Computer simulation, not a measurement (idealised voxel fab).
process module | voxel self aligned contacts
cross-section cut | 250 nm wide | cells 5 nm
A cross-section is a grid of square cells, given in bands from the top down. A band is one or more rows of cells.
Each band's line starts with the height of the band's top and of its bottom, in nm. Then come its materials from left to right, each with its width in nm. One material with "throughout" fills the band from edge to edge. "air" is empty space.
Height 0 is the level under which the wafer as received is all one material. The lowest band goes on downwards, as in "0 down".
A width such as "30 to 40" changes by the same amount from each row of cells to the next, from the band's top row to its bottom row.
"no change" after a step means that no cell of the cross-section changed.
closed voids: empty space of 8 cells or more with no open way to the top, each as width x height at its distance from the left edge, in nm
after a step's settings: what the simulator itself notes on the step
overlay nm, on a step with a mask: how far to the right of its planned place the mask lay; to the left if negative
plan
1 op RECEIVE | material Si
2 op OXIDIZE | depth nm 5
3 op DIRECTIONAL_DEP | material polySi | thk nm 30
4 op DIRECTIONAL_DEP | material SiN | thk nm 20
5 op DIRECTIONAL_DEP | material aC | thk nm 15
6 op PATTERN | tone cover | mask id GATE | material resist | width nm 35 | pitch nm 65 | thk nm 30 | overlay nm 0
7 op DIRECTIONAL_ETCH | etch materials aC | depth nm 15
8 op STRIP | etch materials resist
9 op DIRECTIONAL_ETCH | etch materials SiN | depth nm 20
10 op DIRECTIONAL_ETCH | etch materials polySi | depth nm 30
11 op STRIP | etch materials aC
12 op CONFORMAL_DEP | material SiN | thk nm 5
13 op DIRECTIONAL_ETCH | etch materials SiN | depth nm 5
14 op FILL_DEP | material SiO2 | thk nm 20
15 op CMP | height nm 60
16 op DIRECTIONAL_DEP | material aC | thk nm 15
17 op PATTERN | tone open | mask id CONTACT | material resist | width nm 40 | pitch nm 65 | thk nm 30 | overlay nm 0
18 op DIRECTIONAL_ETCH | etch materials aC | depth nm 15
19 op STRIP | etch materials resist
20 op DIRECTIONAL_ETCH | etch materials SiO2 | depth nm 65
21 op STRIP | etch materials aC
22 op CONFORMAL_DEP | material TiN | thk nm 5
23 op FILL_DEP | material Ru | thk nm 5
24 op CMP | height nm 60
25 op CONFORMAL_DEP | material SiCN | thk nm 5
first wafer, as planned
as received, after step 1
  0 down: Si throughout
  closed voids: none
after step 2
  0 to -5: SiO2 throughout
  below -5: unchanged
after step 3
  30 to 0: polySi throughout
  below 0: unchanged
after step 4
  50 to 30: SiN throughout
  below 30: unchanged
after step 5
  65 to 50: aC throughout
  below 50: unchanged
after step 6
  95 to 65: air 40 | resist 35 | air 30 | resist 35 | air 30 | resist 35 | air 45
  below 65: unchanged
after step 7
  80 to 65: air 40 | resist 35 | air 30 | resist 35 | air 30 | resist 35 | air 45
  65 to 50: air 40 | aC 35 | air 30 | aC 35 | air 30 | aC 35 | air 45
  below 50: unchanged
after step 8
  65 to 50: air 40 | aC 35 | air 30 | aC 35 | air 30 | aC 35 | air 45
  below 50: unchanged
after step 9
  65 to 50: air 40 | aC 35 | air 30 | aC 35 | air 30 | aC 35 | air 45
  50 to 30: air 40 | SiN 35 | air 30 | SiN 35 | air 30 | SiN 35 | air 45
  below 30: unchanged
after step 10
  65 to 50: air 40 | aC 35 | air 30 | aC 35 | air 30 | aC 35 | air 45
  50 to 30: air 40 | SiN 35 | air 30 | SiN 35 | air 30 | SiN 35 | air 45
  30 to 0: air 40 | polySi 35 | air 30 | polySi 35 | air 30 | polySi 35 | air 45
  below 0: unchanged
after step 11
  50 to 30: air 40 | SiN 35 | air 30 | SiN 35 | air 30 | SiN 35 | air 45
  below 30: unchanged
after step 12
  55 to 30: air 35 | SiN 45 | air 20 | SiN 45 | air 20 | SiN 45 | air 40
  30 to 5: air 35 | SiN 5 | polySi 35 | SiN 5 | air 20 | SiN 5 | polySi 35 | SiN 5 | air 20 | SiN 5 | polySi 35 | SiN 5 | air 40
  5 to 0: SiN 40 | polySi 35 | SiN 30 | polySi 35 | SiN 30 | polySi 35 | SiN 45
  below 0: unchanged
after step 13
  50 to 30: air 35 | SiN 45 | air 20 | SiN 45 | air 20 | SiN 45 | air 40
  30 to 0: air 35 | SiN 5 | polySi 35 | SiN 5 | air 20 | SiN 5 | polySi 35 | SiN 5 | air 20 | SiN 5 | polySi 35 | SiN 5 | air 40
  below 0: unchanged
after step 14
  70 to 50: SiO2 throughout
  50 to 30: SiO2 35 | SiN 45 | SiO2 20 | SiN 45 | SiO2 20 | SiN 45 | SiO2 40
  30 to 0: SiO2 35 | SiN 5 | polySi 35 | SiN 5 | SiO2 20 | SiN 5 | polySi 35 | SiN 5 | SiO2 20 | SiN 5 | polySi 35 | SiN 5 | SiO2 40
  below 0: unchanged
after step 15
  60 to 50: SiO2 throughout
  below 50: unchanged
after step 16
  75 to 60: aC throughout
  below 60: unchanged
after step 17
  105 to 75: resist 70 | air 40 | resist 25 | air 40 | resist 75
  below 75: unchanged
after step 18
  90 to 75: resist 70 | air 40 | resist 25 | air 40 | resist 75
  75 to 60: aC 70 | air 40 | aC 25 | air 40 | aC 75
  below 60: unchanged
after step 19
  75 to 60: aC 70 | air 40 | aC 25 | air 40 | aC 75
  below 60: unchanged
after step 20
  75 to 60: aC 70 | air 40 | aC 25 | air 40 | aC 75
  60 to 50: SiO2 70 | air 40 | SiO2 25 | air 40 | SiO2 75
  50 to 30: SiO2 35 | SiN 45 | air 20 | SiN 45 | air 20 | SiN 45 | SiO2 40
  30 to 0: SiO2 35 | SiN 5 | polySi 35 | SiN 5 | air 20 | SiN 5 | polySi 35 | SiN 5 | air 20 | SiN 5 | polySi 35 | SiN 5 | SiO2 40
  0 to -5: SiO2 80 | air 20 | SiO2 45 | air 20 | SiO2 85
  below -5: unchanged
after step 21
  60 to 50: SiO2 70 | air 40 | SiO2 25 | air 40 | SiO2 75
  below 50: unchanged
after step 22
  65 to 60: TiN 75 | air 30 | TiN 35 | air 30 | TiN 80
  60 to 50: SiO2 70 | TiN 5 to 15 | air 30 to 10 | TiN 5 to 15 | SiO2 25 | TiN 5 to 15 | air 30 to 10 | TiN 5 to 15 | SiO2 75
  50 to 30: SiO2 35 | SiN 45 | TiN 5 | air 10 | TiN 5 | SiN 45 | TiN 5 | air 10 | TiN 5 | SiN 45 | SiO2 40
  30 to 0: SiO2 35 | SiN 5 | polySi 35 | SiN 5 | TiN 5 | air 10 | TiN 5 | SiN 5 | polySi 35 | SiN 5 | TiN 5 | air 10 | TiN 5 | SiN 5 | polySi 35 | SiN 5 | SiO2 40
  0 to -5: SiO2 80 | TiN 20 | SiO2 45 | TiN 20 | SiO2 85
  below -5: unchanged
after step 23
  70 to 65: Ru throughout
  65 to 60: TiN 75 | Ru 30 | TiN 35 | Ru 30 | TiN 80
  60 to 50: SiO2 70 | TiN 5 to 15 | Ru 30 to 10 | TiN 5 to 15 | SiO2 25 | TiN 5 to 15 | Ru 30 to 10 | TiN 5 to 15 | SiO2 75
  50 to 30: SiO2 35 | SiN 45 | TiN 5 | Ru 10 | TiN 5 | SiN 45 | TiN 5 | Ru 10 | TiN 5 | SiN 45 | SiO2 40
  30 to 0: SiO2 35 | SiN 5 | polySi 35 | SiN 5 | TiN 5 | Ru 10 | TiN 5 | SiN 5 | polySi 35 | SiN 5 | TiN 5 | Ru 10 | TiN 5 | SiN 5 | polySi 35 | SiN 5 | SiO2 40
  below 0: unchanged
after step 24
  60 to 50: SiO2 70 | TiN 5 to 15 | Ru 30 to 10 | TiN 5 to 15 | SiO2 25 | TiN 5 to 15 | Ru 30 to 10 | TiN 5 to 15 | SiO2 75
  below 50: unchanged
after step 25
  65 to 60: SiCN throughout
  below 60: unchanged
second wafer: like start, like plan, one mistake. Through step 11 it matches the first wafer
when step 12 should have ended
  45 to 30: air 40 | SiN 35 | air 30 | SiN 35 | air 30 | SiN 35 | air 45
  below 30: unchanged
when step 13 should have ended
  50 to 30: air 35 | SiN 45 | air 20 | SiN 45 | air 20 | SiN 45 | air 40
  30 to 5: air 35 | SiN 5 | polySi 35 | SiN 5 | air 20 | SiN 5 | polySi 35 | SiN 5 | air 20 | SiN 5 | polySi 35 | SiN 5 | air 40
  5 to 0: SiN 40 | polySi 35 | SiN 30 | polySi 35 | SiN 30 | polySi 35 | SiN 45
  below 0: unchanged
when step 14 should have ended
  70 to 50: SiO2 throughout
  50 to 30: SiO2 35 | SiN 45 | SiO2 20 | SiN 45 | SiO2 20 | SiN 45 | SiO2 40
  30 to 5: SiO2 35 | SiN 5 | polySi 35 | SiN 5 | SiO2 20 | SiN 5 | polySi 35 | SiN 5 | SiO2 20 | SiN 5 | polySi 35 | SiN 5 | SiO2 40
  below 5: unchanged
when step 15 should have ended
  60 to 50: SiO2 throughout
  below 50: unchanged
when step 16 should have ended
  75 to 60: aC throughout
  below 60: unchanged
when step 17 should have ended
  105 to 75: resist 70 | air 40 | resist 25 | air 40 | resist 75
  below 75: unchanged
when step 18 should have ended
  90 to 75: resist 70 | air 40 | resist 25 | air 40 | resist 75
  75 to 60: aC 70 | air 40 | aC 25 | air 40 | aC 75
  below 60: unchanged
when step 19 should have ended
  75 to 60: aC 70 | air 40 | aC 25 | air 40 | aC 75
  below 60: unchanged
when step 20 should have ended
  75 to 60: aC 70 | air 40 | aC 25 | air 40 | aC 75
  60 to 50: SiO2 70 | air 40 | SiO2 25 | air 40 | SiO2 75
  50 to 30: SiO2 35 | SiN 45 | air 20 | SiN 45 | air 20 | SiN 45 | SiO2 40
  30 to 5: SiO2 35 | SiN 5 | polySi 35 | SiN 5 | air 20 | SiN 5 | polySi 35 | SiN 5 | air 20 | SiN 5 | polySi 35 | SiN 5 | SiO2 40
  below 5: unchanged
when step 21 should have ended
  60 to 50: SiO2 70 | air 40 | SiO2 25 | air 40 | SiO2 75
  below 50: unchanged
when step 22 should have ended
  65 to 60: TiN 75 | air 30 | TiN 35 | air 30 | TiN 80
  60 to 50: SiO2 70 | TiN 5 to 15 | air 30 to 10 | TiN 5 to 15 | SiO2 25 | TiN 5 to 15 | air 30 to 10 | TiN 5 to 15 | SiO2 75
  50 to 30: SiO2 35 | SiN 45 | TiN 5 | air 10 | TiN 5 | SiN 45 | TiN 5 | air 10 | TiN 5 | SiN 45 | SiO2 40
  30 to 10: SiO2 35 | SiN 5 | polySi 35 | SiN 5 | TiN 5 | air 10 | TiN 5 | SiN 5 | polySi 35 | SiN 5 | TiN 5 | air 10 | TiN 5 | SiN 5 | polySi 35 | SiN 5 | SiO2 40
  10 to 5: SiO2 35 | SiN 5 | polySi 35 | SiN 5 | TiN 20 | SiN 5 | polySi 35 | SiN 5 | TiN 20 | SiN 5 | polySi 35 | SiN 5 | SiO2 40
  below 5: unchanged
when step 23 should have ended
  70 to 65: Ru throughout
  65 to 60: TiN 75 | Ru 30 | TiN 35 | Ru 30 | TiN 80
  60 to 50: SiO2 70 | TiN 5 to 15 | Ru 30 to 10 | TiN 5 to 15 | SiO2 25 | TiN 5 to 15 | Ru 30 to 10 | TiN 5 to 15 | SiO2 75
  50 to 30: SiO2 35 | SiN 45 | TiN 5 | Ru 10 | TiN 5 | SiN 45 | TiN 5 | Ru 10 | TiN 5 | SiN 45 | SiO2 40
  30 to 10: SiO2 35 | SiN 5 | polySi 35 | SiN 5 | TiN 5 | Ru 10 | TiN 5 | SiN 5 | polySi 35 | SiN 5 | TiN 5 | Ru 10 | TiN 5 | SiN 5 | polySi 35 | SiN 5 | SiO2 40
  below 10: unchanged
when step 24 should have ended
  60 to 50: SiO2 70 | TiN 5 to 15 | Ru 30 to 10 | TiN 5 to 15 | SiO2 25 | TiN 5 to 15 | Ru 30 to 10 | TiN 5 to 15 | SiO2 75
  below 50: unchanged
when step 25 should have ended
  65 to 60: SiCN throughout
  below 60: unchanged
what went wrong: steps 12 and 13 were swapped
at the end the second wafer has, in cells: 8 fewer of Ru | 23 more of SiN | 7 fewer of SiO2 | 8 fewer of TiN
